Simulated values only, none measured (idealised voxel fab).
Process module in this document: voxel wiring stack
285 nm wide, 5 nm square cells: that's cross-section cut.
The cross-sections in this document take the form of a grid made of square cells. They are written out as bands, in order from top to bottom. Each band consists of one or more rows of cells.
Band: top and bottom heights (nm) first, top before bottom; then materials from left to right, widths in nm. "full width" marks a sole material filling the band edge to edge. "empty" denotes empty space.
We count height from 0. Below that, the starting wafer is all one material. The lowest band never ends at the bottom but goes on down; see "0 nm and below" for how that is written.
The expression "30..40" gives the width at the extremes of the band, the first number at its top row of cells and the second at its bottom row, with the width changing by equal amounts from each row to the next in between.
Any step labelled "remains unaltered" changed none of the cells in the cross-section.
Enclosed voids (no open way to top), threshold 8 cells or more, entry "Voids, fully enclosed", notation width x height at distance, distance from left edge, nm.
That trailing text on a step's line, after the settings, is the simulator's own remark on the step.
"overlay nm" denotes, for a step that has a mask, the displacement of the mask to the right of its planned place, with negative values corresponding to the left.
[Here's what the planned process steps look like]
1) RECEIVE: material Si
2) CONFORMAL_DEP: material SiO2, thk nm 15
3) DIRECTIONAL_DEP: material TiN, thk nm 5
4) DIRECTIONAL_DEP: material Ru, thk nm 15
5) MASKED_ETCH: tone cover, mask id METAL_1, width nm 20, pitch nm 40, etch materials Ru, depth nm 15, overlay nm 0
6) MASKED_ETCH: tone cover, mask id METAL_1, width nm 20, pitch nm 40, etch materials TiN, depth nm 5, overlay nm 0
7) CONFORMAL_DEP: material SiN, thk nm 5
8) FILL_DEP: material SiO2, thk nm 5
9) CMP: height nm 35
10) CONFORMAL_DEP: material SiCN, thk nm 5
11) DIRECTIONAL_DEP: material SiO2, thk nm 30
12) MASKED_ETCH: tone open, mask id METAL_2, width nm 20, pitch nm 40, etch materials SiO2, depth nm 20, overlay nm 0
13) MASKED_ETCH: tone open, mask id METAL_2_HOLES, width nm 15, pitch nm 40, etch materials SiO2, depth nm 10, overlay nm 0
14) MASKED_ETCH: tone open, mask id METAL_2_HOLES, width nm 15, pitch nm 40, etch materials SiCN, depth nm 5, overlay nm 0
15) CONFORMAL_DEP: material TiN, thk nm 5
16) FILL_DEP: material Ru, thk nm 10
17) CMP: height nm 70
18) CONFORMAL_DEP: material SiCN, thk nm 5
[Cross-section, incoming material, after step 1]
  0 nm and below = Si full width
  Voids, fully enclosed: none
[Module complete - cross-section of the first of two wafers, run according to plan]
  75 nm to 70 nm = SiCN full width
  70 nm to 55 nm = 70 nm SiO2, then 5 nm TiN, then 10 nm Ru, then 5 nm TiN, then 20 nm SiO2, then 5 nm TiN, then 10 nm Ru, then 5 nm TiN, then 20 nm SiO2, then 5 nm TiN, then 10 nm Ru, then 5 nm TiN, then 20 nm SiO2, then 5 nm TiN, then 10 nm Ru, then 5 nm TiN, then 75 nm SiO2
  55 nm to 50 nm = 70 nm SiO2, then 5 nm TiN, then 5 nm Ru, then 10 nm TiN, then 20 nm SiO2, then 5 nm TiN, then 5 nm Ru, then 10 nm TiN, then 20 nm SiO2, then 5 nm TiN, then 5 nm Ru, then 10 nm TiN, then 20 nm SiO2, then 5 nm TiN, then 5 nm Ru, then 10 nm TiN, then 75 nm SiO2
  50 nm to 40 nm = 70 nm SiO2, then 5 nm TiN, then 5 nm Ru, then 5 nm TiN, then 25 nm SiO2, then 5 nm TiN, then 5 nm Ru, then 5 nm TiN, then 25 nm SiO2, then 5 nm TiN, then 5 nm Ru, then 5 nm TiN, then 25 nm SiO2, then 5 nm TiN, then 5 nm Ru, then 5 nm TiN, then 80 nm SiO2
  40 nm to 35 nm = 70 nm SiCN, then 15 nm TiN, then 25 nm SiCN, then 15 nm TiN, then 25 nm SiCN, then 15 nm TiN, then 25 nm SiCN, then 15 nm TiN, then 80 nm SiCN
  35 nm to 20 nm = 65 nm SiO2, then 5 nm SiN, then 20 nm Ru, then 5 nm SiN, then 10 nm SiO2, then 5 nm SiN, then 20 nm Ru, then 5 nm SiN, then 10 nm SiO2, then 5 nm SiN, then 20 nm Ru, then 5 nm SiN, then 10 nm SiO2, then 5 nm SiN, then 20 nm Ru, then 5 nm SiN, then 70 nm SiO2
  20 nm to 15 nm = 70 nm SiN, then 20 nm TiN, then 20 nm SiN, then 20 nm TiN, then 20 nm SiN, then 20 nm TiN, then 20 nm SiN, then 20 nm TiN, then 75 nm SiN
  15 nm to 0 nm = SiO2 full width
  0 nm and below = Si full width
  Voids, fully enclosed: none
[The second wafer, shown in cross-section after the module: started the same way as the first and given the same plan, yet one mistake crept into how it was run]
  75 nm to 70 nm = SiCN full width
  70 nm to 60 nm = 70 nm SiO2, then 5..15 nm TiN, then 20..10 nm Ru, then 5 nm TiN, then 10 nm SiO2, then 5..15 nm TiN, then 20..10 nm Ru, then 5 nm TiN, then 10 nm SiO2, then 5..15 nm TiN, then 20..10 nm Ru, then 5 nm TiN, then 10 nm SiO2, then 5..15 nm TiN, then 20..10 nm Ru, then 5 nm TiN, then 65 nm SiO2
  60 nm to 55 nm = 80 nm SiO2, then 5 nm TiN, then 10 nm Ru, then 5 nm TiN, then 20 nm SiO2, then 5 nm TiN, then 10 nm Ru, then 5 nm TiN, then 20 nm SiO2, then 5 nm TiN, then 10 nm Ru, then 5 nm TiN, then 20 nm SiO2, then 5 nm TiN, then 10 nm Ru, then 5 nm TiN, then 65 nm SiO2
  55 nm to 50 nm = 80 nm SiO2, then 20 nm TiN, then 20 nm SiO2, then 20 nm TiN, then 20 nm SiO2, then 20 nm TiN, then 20 nm SiO2, then 20 nm TiN, then 65 nm SiO2
  50 nm to 40 nm = 80 nm SiO2, then 5 nm TiN, then 35 nm SiO2, then 5 nm TiN, then 35 nm SiO2, then 5 nm TiN, then 35 nm SiO2, then 5 nm TiN, then 80 nm SiO2
  40 nm to 35 nm = 80 nm SiCN, then 5 nm TiN, then 35 nm SiCN, then 5 nm TiN, then 35 nm SiCN, then 5 nm TiN, then 35 nm SiCN, then 5 nm TiN, then 80 nm SiCN
  35 nm to 20 nm = 65 nm SiO2, then 5 nm SiN, then 20 nm Ru, then 5 nm SiN, then 10 nm SiO2, then 5 nm SiN, then 20 nm Ru, then 5 nm SiN, then 10 nm SiO2, then 5 nm SiN, then 20 nm Ru, then 5 nm SiN, then 10 nm SiO2, then 5 nm SiN, then 20 nm Ru, then 5 nm SiN, then 70 nm SiO2
  20 nm to 15 nm = 70 nm SiN, then 20 nm TiN, then 20 nm SiN, then 20 nm TiN, then 20 nm SiN, then 20 nm TiN, then 20 nm SiN, then 20 nm TiN, then 75 nm SiN
  15 nm to 0 nm = SiO2 full width
  0 nm and below = Si full width
  Voids, fully enclosed: none
In executing the process, a mistake was made relative to the plan: step 12 ran with different settings than intended, the actual operation and settings being MASKED_ETCH: tone open, mask id METAL_2, width nm 20, pitch nm 40, etch materials SiO2, depth nm 20, overlay nm 10
It is noted that, at the conclusion of processing, the second wafer exhibits a higher or lower cell count for certain materials relative to the first: Ru -4, SiCN +8, TiN -4
